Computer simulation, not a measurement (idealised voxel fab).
process module | voxel released beams
cross-section cut | 180 nm wide | cells 5 nm
A cross-section is a grid of square cells, given in bands from the top down. A band is one or more rows of cells.
Each band's line starts with the height of the band's top and of its bottom, in nm. Then come its materials from left to right, each with its width in nm. One material with "throughout" fills the band from edge to edge. "air" is empty space.
Height 0 is the level under which the wafer as received is all one material. The lowest band goes on downwards, as in "0 down".
A width such as "30 to 40" changes by the same amount from each row of cells to the next, from the band's top row to its bottom row.
"no change" after a step means that no cell of the cross-section changed.
closed voids: empty space of 8 cells or more with no open way to the top, each as width x height at its distance from the left edge, in nm
after a step's settings: what the simulator itself notes on the step
overlay nm, on a step with a mask: how far to the right of its planned place the mask lay; to the left if negative
plan
1 op RECEIVE | material Si
2 op CONFORMAL_DEP | material Al2O3 | thk nm 5
3 op DIRECTIONAL_DEP | material SiO2 | thk nm 20
4 op MASKED_ETCH | tone open | mask id ANCHOR | width nm 40 | etch materials SiO2 | depth nm 20 | overlay nm 0
5 op CONFORMAL_DEP | material SiN | thk nm 15
6 op PATTERN | tone cover | mask id BEAM | material resist | width nm 105 | thk nm 15 | overlay nm 0
7 op DIRECTIONAL_ETCH | etch materials SiN | depth nm 15
8 op STRIP | etch materials resist
9 op STRIP | etch materials SiO2
as received, after step 1
  0 down: Si throughout
  closed voids: none
first wafer at the end, as planned
  40 to 25: air 35 | SiN 20 | air 10 | SiN 75 | air 40
  25 to 20: air 40 | SiN 15 | air 10 | SiN 15 | air 100
  20 to 5: air 40 | SiN 40 | air 100
  5 to 0: Al2O3 throughout
  0 down: Si throughout
  closed voids: none
second wafer at the end: like start, like plan, one mistake
  40 to 25: air 25 | SiN 30 | air 10 | SiN 65 | air 50
  25 to 20: air 40 | SiN 15 | air 10 | SiN 15 | air 100
  20 to 5: air 40 | SiN 40 | air 100
  5 to 0: Al2O3 throughout
  0 down: Si throughout
  closed voids: none
what went wrong: step 6 ran as: op PATTERN | tone cover | mask id BEAM | material resist | width nm 105 | thk nm 15 | overlay nm -10
at the end the second wafer has, in cells: as many of each material as the first, in other places
